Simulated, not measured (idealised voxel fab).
This is a process module. Its name is voxel transistor to metal.
We display cut, a cross-section 210 nm in width whose square cells are each 5 nm.
Each cross-section below is a grid of square cells, stated as bands in top-down order, with one or more rows of cells making up each band. Heads up on the band format: heights come first, top then bottom, in nm. After that it's the materials left to right, each with its width in nm. A single material flagged "all across" fills the whole band edge to edge, and "empty" means there's empty space there. Counting heights begins at 0, where everything beneath is, in the wafer as received, one material. The lowest band has no bottom; it goes on downwards, as "0..down" shows. The expression "30 to 40" gives the width at the extremes of the band, the first number at its top row of cells and the second at its bottom row, with the width changing by equal amounts from each row to the next in between. No cell of the cross-section changed in a step that is given as "nothing different". Listed in "Closed internal cavities": every empty space of 8 or more cells without an open way to the top. Form: width x height at distance, the distance being from the left edge, all in nm. It should be noted that, on the line of a given step, the content following the step's settings is a remark produced by the simulator itself with respect to that step. Among the settings permitted on a step's line is "overlay nm"; applied to a step with a mask, it specifies the extent to which the mask lay to the right of its planned position, whereas a negative figure signifies a position to the left.
plan:
1 RECEIVE with material Si
2 CONFORMAL_DEP with material SiO2, thk nm 5
3 CONFORMAL_DEP with material SiN, thk nm 15
4 DIRECTIONAL_DEP with material aC, thk nm 10
5 PATTERN with tone cover, mask id ACTIVE, material resist, width nm 85, thk nm 30, overlay nm 0
6 DIRECTIONAL_ETCH with etch materials aC, depth nm 10
7 STRIP with etch materials resist
8 DIRECTIONAL_ETCH with etch materials SiN, depth nm 15
9 DIRECTIONAL_ETCH with etch materials SiO2, depth nm 5
10 DIRECTIONAL_ETCH with etch materials Si, depth nm 25
11 STRIP with etch materials aC
12 OXIDIZE with depth nm 5
13 FILL_DEP with material SiO2, thk nm 15
14 CMP with height nm 20
15 SELECTIVE_ETCH with etch materials SiO2, depth nm 5
16 STRIP with etch materials SiN
17 SELECTIVE_ETCH with etch materials SiO2, depth nm 5
18 OXIDIZE with depth nm 5
19 DIRECTIONAL_DEP with material polySi, thk nm 20
20 DIRECTIONAL_DEP with material SiCN, thk nm 15
21 MASKED_ETCH with tone cover, mask id GATE, width nm 15, etch materials SiCN, depth nm 25, overlay nm 0
22 MASKED_ETCH with tone cover, mask id GATE, width nm 15, etch materials polySi, depth nm 30, overlay nm 0
23 CONFORMAL_DEP with material SiO2, thk nm 5
24 DIRECTIONAL_ETCH with etch materials SiO2, depth nm 5
25 CONFORMAL_DEP with material SiN, thk nm 5
26 DIRECTIONAL_ETCH with etch materials SiN, depth nm 5
27 DIRECTIONAL_ETCH with etch materials SiO2, depth nm 5
28 DIRECTIONAL_ETCH with etch materials Si, depth nm 5
29 EPI with material pSi, thk nm 10
30 FILL_DEP with material SiO2, thk nm 5
31 CMP with height nm 35
32 DIRECTIONAL_DEP with material SiO2, thk nm 15
33 PATTERN with tone open, mask id CONTACT, material resist, width nm 25, pitch nm 50, thk nm 15, overlay nm 0
34 DIRECTIONAL_ETCH with etch materials SiO2, depth nm 50
35 STRIP with etch materials resist
36 CONFORMAL_DEP with material TiN, thk nm 5
37 FILL_DEP with material Ru, thk nm 10
38 CMP with height nm 50
39 CONFORMAL_DEP with material SiCN, thk nm 5
40 DIRECTIONAL_DEP with material lowk, thk nm 15
41 DIRECTIONAL_DEP with material aC, thk nm 15
42 PATTERN with tone open, mask id METAL_1, material resist, width nm 15, pitch nm 60, thk nm 30, overlay nm 0
43 DIRECTIONAL_ETCH with etch materials aC, depth nm 15
44 STRIP with etch materials resist
45 DIRECTIONAL_ETCH with etch materials lowk, depth nm 15
46 DIRECTIONAL_ETCH with etch materials SiCN, depth nm 5
47 STRIP with etch materials aC
48 CONFORMAL_DEP with material TiN, thk nm 5
49 FILL_DEP with material Ru, thk nm 10
50 CMP with height nm 70
51 CONFORMAL_DEP with material SiCN, thk nm 5
52 DIRECTIONAL_DEP with material SiO2, thk nm 35
53 DIRECTIONAL_DEP with material aC, thk nm 15
54 PATTERN with tone open, mask id METAL_2, material resist, width nm 15, pitch nm 60, thk nm 35, overlay nm 0
55 DIRECTIONAL_ETCH with etch materials aC, depth nm 15
56 STRIP with etch materials resist
57 DIRECTIONAL_ETCH with etch materials SiO2, depth nm 20
58 STRIP with etch materials aC
59 MASKED_ETCH with tone open, mask id METAL_2_HOLES, width nm 15, pitch nm 60, etch materials SiO2, depth nm 15, overlay nm 0
60 MASKED_ETCH with tone open, mask id METAL_2_HOLES, width nm 15, pitch nm 60, etch materials SiCN, depth nm 5, overlay nm 0
61 CONFORMAL_DEP with material TiN, thk nm 5
62 FILL_DEP with material Cu, thk nm 5
63 CMP with height nm 110
64 CONFORMAL_DEP with material SiN, thk nm 5
As received (post step 1): cross-section:
0..down | Si all across
Closed internal cavities: none
Final wafer profile in cross-section after the module, from the same start and plan as above, with one mistake made during processing:
115..110 | SiN all across
110..75 | SiO2=65 / TiN=5 / Cu=5 / TiN=5 / SiO2=45 / TiN=5 / Cu=5 / TiN=5 / SiO2=70
75..70 | SiCN=65 / TiN=15 / SiCN=45 / TiN=15 / SiCN=70
70..55 | lowk=65 / TiN=5 / Ru=5 / TiN=5 / lowk=45 / TiN=5 / Ru=5 / TiN=5 / lowk=70
55..50 | SiCN=65 / TiN=15 / SiCN=45 / TiN=15 / SiCN=70
50..40 | SiO2=65 / TiN=5 / Ru=15 / TiN=5 / SiO2=25 / TiN=5 / Ru=15 / TiN=5 / SiO2=70
40..35 | SiO2=65 / TiN=5 / Ru=10 / TiN=10 / SiO2=25 / TiN=10 / Ru=10 / TiN=5 / SiO2=70
35..20 | SiO2=65 / TiN=5 / Ru=10 / TiN=5 / SiN=5 / SiO2=5 / SiCN=15 / SiO2=5 / SiN=5 / TiN=5 / Ru=10 / TiN=5 / SiO2=70
20..15 | SiO2=65 / TiN=20 / SiN=5 / SiO2=5 / polySi=15 / SiO2=5 / SiN=5 / TiN=20 / SiO2=70
15..10 | SiO2=85 / SiN=5 / SiO2=5 / polySi=15 / SiO2=5 / SiN=5 / SiO2=90
10..5 | SiO2=60 / SiN=5 / SiO2=20 / SiN=5 / SiO2=5 / polySi=15 / SiO2=5 / SiN=5 / SiO2=20 / SiN=5 / SiO2=65
5..0 | SiO2=60 / SiN=5 / SiO2=10 / pSi=10 / SiN=5 / SiO2=5 / polySi=15 / SiO2=5 / SiN=5 / pSi=10 / SiO2=10 / SiN=5 / SiO2=65
0..-5 | SiO2=65 / pSi=20 / SiO2=35 / pSi=20 / SiO2=70
-5..-10 | SiO2=65 / pSi=20 / Si=35 / pSi=20 / SiO2=70
-10..-30 | SiO2=65 / Si=75 / SiO2=70
-30..down | Si all across
Closed internal cavities: none
Where did the run depart from the plan? twice, step 32 of the plan was run
